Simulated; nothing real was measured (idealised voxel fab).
Process module name: voxel capacitor over wiring
cross-section cut | 245 nm wide | cells 5 nm
Reading order for cross-sections: top band down to bottom band. Underlying form: a grid of square cells. Band size: one or more rows of cells. The entry gives the band's vertical extent as a top height and a bottom height in nm, then its horizontal make-up as materials from left to right, each with a width in nm. "empty" stands for empty space; a single material marked "throughout" fills the band edge to edge. Heights are reckoned from 0. Under this level, the received wafer is all of one material. The bottommost band is open-ended downward, for example "0..down". The notation "30->40" denotes a width that varies across the rows of cells in the band, beginning at the first number in the top row, finishing at the second number in the bottom row, and changing by an identical amount from each row to the next. Given "no alterations made" for a step, no cell of the cross-section differs between before and after that step. Closed empty spaces (no open way to the top) of 8 cells or more are what "Closed-off voids" lists, each as width x height at distance from the left edge, nm for all three. That trailing text on a step's line, after the settings, is the simulator's own remark on the step. Each step line may optionally specify "overlay nm", which for a step with a mask gives the rightward distance between the mask's planned place and where it lay, a negative value indicating the leftward direction.

Steps in the process plan
step 1: RECEIVE,material Si
step 2: CONFORMAL_DEP,material SiO2,thk nm 15
step 3: CONFORMAL_DEP,material SiN,thk nm 5
step 4: DIRECTIONAL_DEP,material SiO2,thk nm 20
step 5: DIRECTIONAL_DEP,material aC,thk nm 10
step 6: PATTERN,tone open,mask id METAL_1,material resist,width nm 25,pitch nm 90,thk nm 25,overlay nm 0
step 7: DIRECTIONAL_ETCH,etch materials aC,depth nm 10
step 8: STRIP,etch materials resist
step 9: DIRECTIONAL_ETCH,etch materials SiO2,depth nm 20
step 10: DIRECTIONAL_ETCH,etch materials SiN,depth nm 5
step 11: STRIP,etch materials aC
step 12: CONFORMAL_DEP,material TiN,thk nm 5
step 13: FILL_DEP,material W,thk nm 10
step 14: CMP,height nm 40
step 15: CONFORMAL_DEP,material SiCN,thk nm 5
step 16: DIRECTIONAL_DEP,material lowk,thk nm 20
step 17: MASKED_ETCH,tone open,mask id PLUG_1,width nm 15,etch materials lowk,depth nm 20,overlay nm 0
step 18: MASKED_ETCH,tone open,mask id PLUG_1,width nm 15,etch materials SiCN,depth nm 5,overlay nm 0
step 19: CONFORMAL_DEP,material TiN,thk nm 5
step 20: FILL_DEP,material W,thk nm 5
step 21: CMP,height nm 65
step 22: DIRECTIONAL_DEP,material TiN,thk nm 10
step 23: DIRECTIONAL_DEP,material HfO2,thk nm 5
step 24: DIRECTIONAL_DEP,material TiN,thk nm 10
step 25: DIRECTIONAL_DEP,material aC,thk nm 15
step 26: PATTERN,tone cover,mask id UPPER_PLATE,material resist,width nm 70,thk nm 30,overlay nm 0
step 27: DIRECTIONAL_ETCH,etch materials aC,depth nm 15
step 28: STRIP,etch materials resist
step 29: DIRECTIONAL_ETCH,etch materials TiN,depth nm 10
step 30: DIRECTIONAL_ETCH,etch materials HfO2,depth nm 5
step 31: STRIP,etch materials aC
step 32: DIRECTIONAL_DEP,material aC,thk nm 15
step 33: PATTERN,tone cover,mask id LOWER_PLATE,material resist,width nm 80,thk nm 30,overlay nm 0
step 34: DIRECTIONAL_ETCH,etch materials aC,depth nm 15
step 35: STRIP,etch materials resist
step 36: DIRECTIONAL_ETCH,etch materials TiN,depth nm 10
step 37: STRIP,etch materials aC
step 38: FILL_DEP,material SiO2,thk nm 15
step 39: CMP,height nm 100
step 40: DIRECTIONAL_DEP,material aC,thk nm 15
step 41: PATTERN,tone open,mask id PLUG_2,material resist,width nm 15,thk nm 35,overlay nm 0
step 42: DIRECTIONAL_ETCH,etch materials aC,depth nm 15
step 43: STRIP,etch materials resist
step 44: DIRECTIONAL_ETCH,etch materials SiO2,depth nm 10
step 45: STRIP,etch materials aC
step 46: CONFORMAL_DEP,material TiN,thk nm 5
step 47: FILL_DEP,material Ru,thk nm 10
step 48: CMP,height nm 100
step 49: CONFORMAL_DEP,material SiN,thk nm 5

The following pertains to the first of two wafers, which was processed as planned

Cross-section of the wafer upon arrival, representing the state reached after step 1
* 0..down: Si throughout
* Closed-off voids: none

So this is the wafer cross-section right after step 2
* 15..0: SiO2 throughout
* below 0: unchanged

So this is the wafer cross-section right after step 3
* 20..15: SiN throughout
* below 15: unchanged

So this is the wafer cross-section right after step 4
* 40..20: SiO2 throughout
* below 20: unchanged

So this is the wafer cross-section right after step 5
* 50..40: aC throughout
* below 40: unchanged

So this is the wafer cross-section right after step 6
* 75..50: 65 resist; 25 empty; 65 resist; 25 empty; 65 resist
* below 50: unchanged

So this is the wafer cross-section right after step 7
* 65..50: 65 resist; 25 empty; 65 resist; 25 empty; 65 resist
* 50..40: 65 aC; 25 empty; 65 aC; 25 empty; 65 aC
* below 40: unchanged

So this is the wafer cross-section right after step 8
* 50..40: 65 aC; 25 empty; 65 aC; 25 empty; 65 aC
* below 40: unchanged

So this is the wafer cross-section right after step 9
* 50..40: 65 aC; 25 empty; 65 aC; 25 empty; 65 aC
* 40..20: 65 SiO2; 25 empty; 65 SiO2; 25 empty; 65 SiO2
* below 20: unchanged

So this is the wafer cross-section right after step 10
* 50..40: 65 aC; 25 empty; 65 aC; 25 empty; 65 aC
* 40..20: 65 SiO2; 25 empty; 65 SiO2; 25 empty; 65 SiO2
* 20..15: 65 SiN; 25 empty; 65 SiN; 25 empty; 65 SiN
* below 15: unchanged

So this is the wafer cross-section right after step 11
* 40..20: 65 SiO2; 25 empty; 65 SiO2; 25 empty; 65 SiO2
* below 20: unchanged

So this is the wafer cross-section right after step 12
* 45..40: 70 TiN; 15 empty; 75 TiN; 15 empty; 70 TiN
* 40..20: 65 SiO2; 5 TiN; 15 empty; 5 TiN; 65 SiO2; 5 TiN; 15 empty; 5 TiN; 65 SiO2
* 20..15: 65 SiN; 25 TiN; 65 SiN; 25 TiN; 65 SiN
* below 15: unchanged

So this is the wafer cross-section right after step 13
* 55..45: W throughout
* 45..40: 70 TiN; 15 W; 75 TiN; 15 W; 70 TiN
* 40..20: 65 SiO2; 5 TiN; 15 W; 5 TiN; 65 SiO2; 5 TiN; 15 W; 5 TiN; 65 SiO2
* below 20: unchanged

So this is the wafer cross-section right after step 14
* 40..20: 65 SiO2; 5 TiN; 15 W; 5 TiN; 65 SiO2; 5 TiN; 15 W; 5 TiN; 65 SiO2
* below 20: unchanged

So this is the wafer cross-section right after step 15
* 45..40: SiCN throughout
* below 40: unchanged

So this is the wafer cross-section right after step 16
* 65..45: lowk throughout
* below 45: unchanged

So this is the wafer cross-section right after step 17
* 65..45: 75 lowk; 15 empty; 155 lowk
* below 45: unchanged

So this is the wafer cross-section right after step 18
* 65..45: 75 lowk; 15 empty; 155 lowk
* 45..40: 75 SiCN; 15 empty; 155 SiCN
* below 40: unchanged

So this is the wafer cross-section right after step 19
* 70..65: 80 TiN; 5 empty; 160 TiN
* 65..45: 75 lowk; 5 TiN; 5 empty; 5 TiN; 155 lowk
* 45..40: 75 SiCN; 15 TiN; 155 SiCN
* below 40: unchanged

So this is the wafer cross-section right after step 20
* 75..70: W throughout
* 70..65: 80 TiN; 5 W; 160 TiN
* 65..45: 75 lowk; 5 TiN; 5 W; 5 TiN; 155 lowk
* below 45: unchanged

So this is the wafer cross-section right after step 21
* 65..45: 75 lowk; 5 TiN; 5 W; 5 TiN; 155 lowk
* below 45: unchanged

So this is the wafer cross-section right after step 22
* 75..65: TiN throughout
* below 65: unchanged

So this is the wafer cross-section right after step 23
* 80..75: HfO2 throughout
* below 75: unchanged

So this is the wafer cross-section right after step 24
* 90..80: TiN throughout
* below 80: unchanged

So this is the wafer cross-section right after step 25
* 105..90: aC throughout
* below 90: unchanged

So this is the wafer cross-section right after step 26
* 135..105: 75 empty; 70 resist; 100 empty
* below 105: unchanged

So this is the wafer cross-section right after step 27
* 120..105: 75 empty; 70 resist; 100 empty
* 105..90: 75 empty; 70 aC; 100 empty
* below 90: unchanged

So this is the wafer cross-section right after step 28
* 105..90: 75 empty; 70 aC; 100 empty
* below 90: unchanged

So this is the wafer cross-section right after step 29
* 105..90: 75 empty; 70 aC; 100 empty
* 90..80: 75 empty; 70 TiN; 100 empty
* below 80: unchanged

So this is the wafer cross-section right after step 30
* 105..90: 75 empty; 70 aC; 100 empty
* 90..80: 75 empty; 70 TiN; 100 empty
* 80..75: 75 empty; 70 HfO2; 100 empty
* below 75: unchanged

So this is the wafer cross-section right after step 31
* 90..80: 75 empty; 70 TiN; 100 empty
* below 80: unchanged

So this is the wafer cross-section right after step 32
* 105..90: 75 empty; 70 aC; 100 empty
* 90..80: 75 aC; 70 TiN; 100 aC
* 80..75: 75 aC; 70 HfO2; 100 aC
* below 75: unchanged

So this is the wafer cross-section right after step 33
* 135..105: 70 empty; 80 resist; 95 empty
* 105..90: 70 empty; 5 resist; 70 aC; 5 resist; 95 empty
* below 90: unchanged

So this is the wafer cross-section right after step 34
* 120..105: 70 empty; 80 resist; 95 empty
* 105..90: 70 empty; 5 resist; 70 aC; 5 resist; 95 empty
* 90..80: 70 empty; 5 aC; 70 TiN; 5 aC; 95 empty
* 80..75: 70 empty; 5 aC; 70 HfO2; 5 aC; 95 empty
* below 75: unchanged

So this is the wafer cross-section right after step 35
* 105..90: 75 empty; 70 aC; 100 empty
* below 90: unchanged

So this is the wafer cross-section right after step 36
* 105..90: 75 empty; 70 aC; 100 empty
* 90..80: 70 empty; 5 aC; 70 TiN; 5 aC; 95 empty
* 80..75: 70 empty; 5 aC; 70 HfO2; 5 aC; 95 empty
* 75..65: 70 empty; 80 TiN; 95 empty
* below 65: unchanged

So this is the wafer cross-section right after step 37
* 90..80: 75 empty; 70 TiN; 100 empty
* 80..75: 75 empty; 70 HfO2; 100 empty
* below 75: unchanged

So this is the wafer cross-section right after step 38
* 105..90: SiO2 throughout
* 90..80: 75 SiO2; 70 TiN; 100 SiO2
* 80..75: 75 SiO2; 70 HfO2; 100 SiO2
* 75..65: 70 SiO2; 80 TiN; 95 SiO2
* below 65: unchanged

So this is the wafer cross-section right after step 39
* 100..90: SiO2 throughout
* below 90: unchanged

So this is the wafer cross-section right after step 40
* 115..100: aC throughout
* below 100: unchanged

So this is the wafer cross-section right after step 41
* 150..115: 85 resist; 15 empty; 145 resist
* below 115: unchanged

So this is the wafer cross-section right after step 42
* 135..115: 85 resist; 15 empty; 145 resist
* 115..100: 85 aC; 15 empty; 145 aC
* below 100: unchanged

So this is the wafer cross-section right after step 43
* 115..100: 85 aC; 15 empty; 145 aC
* below 100: unchanged

So this is the wafer cross-section right after step 44
* 115..100: 85 aC; 15 empty; 145 aC
* 100..90: 85 SiO2; 15 empty; 145 SiO2
* below 90: unchanged

So this is the wafer cross-section right after step 45
* 100..90: 85 SiO2; 15 empty; 145 SiO2
* below 90: unchanged

So this is the wafer cross-section right after step 46
* 105..100: 90 TiN; 5 empty; 150 TiN
* 100..95: 85 SiO2; 5 TiN; 5 empty; 5 TiN; 145 SiO2
* 95..90: 85 SiO2; 15 TiN; 145 SiO2
* below 90: unchanged

So this is the wafer cross-section right after step 47
* 115..105: Ru throughout
* 105..100: 90 TiN; 5 Ru; 150 TiN
* 100..95: 85 SiO2; 5 TiN; 5 Ru; 5 TiN; 145 SiO2
* below 95: unchanged

So this is the wafer cross-section right after step 48
* 100..95: 85 SiO2; 5 TiN; 5 Ru; 5 TiN; 145 SiO2
* below 95: unchanged

So this is the wafer cross-section right after step 49
* 105..100: SiN throughout
* below 100: unchanged

What follows concerns the second wafer, which started out like the first and was meant to follow the very same plan; one mistake crept in when it was run, but everything up to and including step 1 is the same as for the first wafer

Planned end of step 2: second wafer, cross-section
* 30..0: SiO2 throughout
* below 0: unchanged

Planned end of step 3: second wafer, cross-section
* 35..30: SiN throughout
* below 30: unchanged

Planned end of step 4: second wafer, cross-section
* 55..35: SiO2 throughout
* below 35: unchanged

Planned end of step 5: second wafer, cross-section
* 65..55: aC throughout
* below 55: unchanged

Planned end of step 6: second wafer, cross-section
* 90..65: 65 resist; 25 empty; 65 resist; 25 empty; 65 resist
* below 65: unchanged

Planned end of step 7: second wafer, cross-section
* 80..65: 65 resist; 25 empty; 65 resist; 25 empty; 65 resist
* 65..55: 65 aC; 25 empty; 65 aC; 25 empty; 65 aC
* below 55: unchanged

Planned end of step 8: second wafer, cross-section
* 65..55: 65 aC; 25 empty; 65 aC; 25 empty; 65 aC
* below 55: unchanged

Planned end of step 9: second wafer, cross-section
* 65..55: 65 aC; 25 empty; 65 aC; 25 empty; 65 aC
* 55..35: 65 SiO2; 25 empty; 65 SiO2; 25 empty; 65 SiO2
* below 35: unchanged

Planned end of step 10: second wafer, cross-section
* 65..55: 65 aC; 25 empty; 65 aC; 25 empty; 65 aC
* 55..35: 65 SiO2; 25 empty; 65 SiO2; 25 empty; 65 SiO2
* 35..30: 65 SiN; 25 empty; 65 SiN; 25 empty; 65 SiN
* below 30: unchanged

Planned end of step 11: second wafer, cross-section
* 55..35: 65 SiO2; 25 empty; 65 SiO2; 25 empty; 65 SiO2
* below 35: unchanged

Planned end of step 12: second wafer, cross-section
* 60..55: 70 TiN; 15 empty; 75 TiN; 15 empty; 70 TiN
* 55..35: 65 SiO2; 5 TiN; 15 empty; 5 TiN; 65 SiO2; 5 TiN; 15 empty; 5 TiN; 65 SiO2
* 35..30: 65 SiN; 25 TiN; 65 SiN; 25 TiN; 65 SiN
* below 30: unchanged

Planned end of step 13: second wafer, cross-section
* 70..60: W throughout
* 60..55: 70 TiN; 15 W; 75 TiN; 15 W; 70 TiN
* 55..35: 65 SiO2; 5 TiN; 15 W; 5 TiN; 65 SiO2; 5 TiN; 15 W; 5 TiN; 65 SiO2
* below 35: unchanged

Planned end of step 14: second wafer, cross-section
* 40..35: 65 SiO2; 5 TiN; 15 W; 5 TiN; 65 SiO2; 5 TiN; 15 W; 5 TiN; 65 SiO2
* below 35: unchanged

Planned end of step 15: second wafer, cross-section
* 45..40: SiCN throughout
* below 40: unchanged

Planned end of step 16: second wafer, cross-section
* 65..45: lowk throughout
* below 45: unchanged

Planned end of step 17: second wafer, cross-section
* 65..45: 75 lowk; 15 empty; 155 lowk
* below 45: unchanged

Planned end of step 18: second wafer, cross-section
* 65..45: 75 lowk; 15 empty; 155 lowk
* 45..40: 75 SiCN; 15 empty; 155 SiCN
* below 40: unchanged

Planned end of step 19: second wafer, cross-section
* 70..65: 80 TiN; 5 empty; 160 TiN
* 65..45: 75 lowk; 5 TiN; 5 empty; 5 TiN; 155 lowk
* 45..40: 75 SiCN; 15 TiN; 155 SiCN
* below 40: unchanged

Planned end of step 20: second wafer, cross-section
* 75..70: W throughout
* 70..65: 80 TiN; 5 W; 160 TiN
* 65..45: 75 lowk; 5 TiN; 5 W; 5 TiN; 155 lowk
* below 45: unchanged

Planned end of step 21: second wafer, cross-section
* 65..45: 75 lowk; 5 TiN; 5 W; 5 TiN; 155 lowk
* below 45: unchanged

Planned end of step 22: second wafer, cross-section
* 75..65: TiN throughout
* below 65: unchanged

Planned end of step 23: second wafer, cross-section
* 80..75: HfO2 throughout
* below 75: unchanged

Planned end of step 24: second wafer, cross-section
* 90..80: TiN throughout
* below 80: unchanged

Planned end of step 25: second wafer, cross-section
* 105..90: aC throughout
* below 90: unchanged

Planned end of step 26: second wafer, cross-section
* 135..105: 75 empty; 70 resist; 100 empty
* below 105: unchanged

Planned end of step 27: second wafer, cross-section
* 120..105: 75 empty; 70 resist; 100 empty
* 105..90: 75 empty; 70 aC; 100 empty
* below 90: unchanged

Planned end of step 28: second wafer, cross-section
* 105..90: 75 empty; 70 aC; 100 empty
* below 90: unchanged

Planned end of step 29: second wafer, cross-section
* 105..90: 75 empty; 70 aC; 100 empty
* 90..80: 75 empty; 70 TiN; 100 empty
* below 80: unchanged

Planned end of step 30: second wafer, cross-section
* 105..90: 75 empty; 70 aC; 100 empty
* 90..80: 75 empty; 70 TiN; 100 empty
* 80..75: 75 empty; 70 HfO2; 100 empty
* below 75: unchanged

Planned end of step 31: second wafer, cross-section
* 90..80: 75 empty; 70 TiN; 100 empty
* below 80: unchanged

Planned end of step 32: second wafer, cross-section
* 105..90: 75 empty; 70 aC; 100 empty
* 90..80: 75 aC; 70 TiN; 100 aC
* 80..75: 75 aC; 70 HfO2; 100 aC
* below 75: unchanged

Planned end of step 33: second wafer, cross-section
* 135..105: 70 empty; 80 resist; 95 empty
* 105..90: 70 empty; 5 resist; 70 aC; 5 resist; 95 empty
* below 90: unchanged

Planned end of step 34: second wafer, cross-section
* 120..105: 70 empty; 80 resist; 95 empty
* 105..90: 70 empty; 5 resist; 70 aC; 5 resist; 95 empty
* 90..80: 70 empty; 5 aC; 70 TiN; 5 aC; 95 empty
* 80..75: 70 empty; 5 aC; 70 HfO2; 5 aC; 95 empty
* below 75: unchanged

Planned end of step 35: second wafer, cross-section
* 105..90: 75 empty; 70 aC; 100 empty
* below 90: unchanged

Planned end of step 36: second wafer, cross-section
* 105..90: 75 empty; 70 aC; 100 empty
* 90..80: 70 empty; 5 aC; 70 TiN; 5 aC; 95 empty
* 80..75: 70 empty; 5 aC; 70 HfO2; 5 aC; 95 empty
* 75..65: 70 empty; 80 TiN; 95 empty
* below 65: unchanged

Planned end of step 37: second wafer, cross-section
* 90..80: 75 empty; 70 TiN; 100 empty
* 80..75: 75 empty; 70 HfO2; 100 empty
* below 75: unchanged

Planned end of step 38: second wafer, cross-section
* 105..90: SiO2 throughout
* 90..80: 75 SiO2; 70 TiN; 100 SiO2
* 80..75: 75 SiO2; 70 HfO2; 100 SiO2
* 75..65: 70 SiO2; 80 TiN; 95 SiO2
* below 65: unchanged

Planned end of step 39: second wafer, cross-section
* 100..90: SiO2 throughout
* below 90: unchanged

Planned end of step 40: second wafer, cross-section
* 115..100: aC throughout
* below 100: unchanged

Planned end of step 41: second wafer, cross-section
* 150..115: 85 resist; 15 empty; 145 resist
* below 115: unchanged

Planned end of step 42: second wafer, cross-section
* 135..115: 85 resist; 15 empty; 145 resist
* 115..100: 85 aC; 15 empty; 145 aC
* below 100: unchanged

Planned end of step 43: second wafer, cross-section
* 115..100: 85 aC; 15 empty; 145 aC
* below 100: unchanged

Planned end of step 44: second wafer, cross-section
* 115..100: 85 aC; 15 empty; 145 aC
* 100..90: 85 SiO2; 15 empty; 145 SiO2
* below 90: unchanged

Planned end of step 45: second wafer, cross-section
* 100..90: 85 SiO2; 15 empty; 145 SiO2
* below 90: unchanged

Planned end of step 46: second wafer, cross-section
* 105..100: 90 TiN; 5 empty; 150 TiN
* 100..95: 85 SiO2; 5 TiN; 5 empty; 5 TiN; 145 SiO2
* 95..90: 85 SiO2; 15 TiN; 145 SiO2
* below 90: unchanged

Planned end of step 47: second wafer, cross-section
* 115..105: Ru throughout
* 105..100: 90 TiN; 5 Ru; 150 TiN
* 100..95: 85 SiO2; 5 TiN; 5 Ru; 5 TiN; 145 SiO2
* below 95: unchanged

Planned end of step 48: second wafer, cross-section
* 100..95: 85 SiO2; 5 TiN; 5 Ru; 5 TiN; 145 SiO2
* below 95: unchanged

Planned end of step 49: second wafer, cross-section
* 105..100: SiN throughout
* below 100: unchanged
Against the plan, the run slipped here: step 2 in the plan was executed twice
Wrapping up, a cell-based count of both wafers puts the second over or under the first for these materials: SiO2: 30 more | TiN: 12 fewer | W: 18 fewer
